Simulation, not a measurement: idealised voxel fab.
A process module follows: voxel self aligned vias.
Section shown: cut. Width: 150 nm. Cell size: 5 nm, square.
Cross-section, as written here: a square-cell grid given band by band from the top down, where a band holds one or more rows of cells. It is stipulated that each band's entry specify, in nanometres, the height of the top of the band and then that of its bottom, followed by the materials of the band in left-to-right sequence, each together with its width in nanometres. A single material marked by the word "throughout" is understood to fill the band from edge to edge; the word "empty" is understood to denote empty space. Zero point of the height axis is 0; under it, received wafer = one material. Lowest band: continues down indefinitely, "from 0 down". So if you see something like "30 to 40" for the width, read it as the top row of the band sitting at the first number and the bottom row at the second, with every row in between moving by the same amount as the last. When a step is marked "no alterations made", none of the cells in the cross-section changed during that step. Empty spaces without an open route to the top, at least 8 cells in extent, make up the entry "Enclosed internal cavities"; each is given as width x height at distance, where the distance is measured from the left edge, and all are in nm. Read whatever lies past the settings on a step's line as the simulator's own remark about the step. The line of a step may include "overlay nm". On a step with a mask, this value is how far to the right of its planned place the mask lay. A negative value means the mask lay to the left.

List of planned process steps
1 RECEIVE, material Si
2 CONFORMAL_DEP, material SiO2, thk nm 10
3 CONFORMAL_DEP, material SiCN, thk nm 5
4 DIRECTIONAL_DEP, material lowk, thk nm 20
5 DIRECTIONAL_DEP, material aC, thk nm 15
6 PATTERN, tone open, mask id LINES, material resist, width nm 30, pitch nm 65, thk nm 30, overlay nm 0
7 DIRECTIONAL_ETCH, etch materials aC, depth nm 15
8 STRIP, etch materials resist
9 DIRECTIONAL_ETCH, etch materials lowk, depth nm 20
10 STRIP, etch materials aC
11 CONFORMAL_DEP, material TiN, thk nm 5
12 FILL_DEP, material Ru, thk nm 10
13 CMP, height nm 35
14 SELECTIVE_ETCH, etch materials W Ru TiN, depth nm 10
15 FILL_DEP, material SiN, thk nm 10
16 CMP, height nm 35
17 DIRECTIONAL_DEP, material lowk, thk nm 20
18 PATTERN, tone open, mask id VIAS, material resist, width nm 40, thk nm 20, overlay nm 0
19 DIRECTIONAL_ETCH, etch materials lowk, depth nm 20
20 DIRECTIONAL_ETCH, etch materials SiN, depth nm 10
21 STRIP, etch materials resist
22 CONFORMAL_DEP, material TiN, thk nm 5
23 FILL_DEP, material Ru, thk nm 10
24 CMP, height nm 55
25 CONFORMAL_DEP, material SiN, thk nm 5

Cross-section: wafer on arrival = after step 1
from 0 down: Si throughout
Enclosed internal cavities: none

End state of the module in cross-section, given the above starting point and plan and one mistake in execution
from 60 to 55: SiN throughout
from 55 to 40: 20 lowk | 5 TiN | 30 Ru | 5 TiN | 90 lowk
from 40 to 35: 20 lowk | 40 TiN | 90 lowk
from 35 to 30: SiCN throughout
from 30 to 10: lowk throughout
from 10 to 0: SiO2 throughout
from 0 down: Si throughout
Enclosed internal cavities: none
What went wrong in running the wafer? plan vs actual: 3 and 4 interchanged
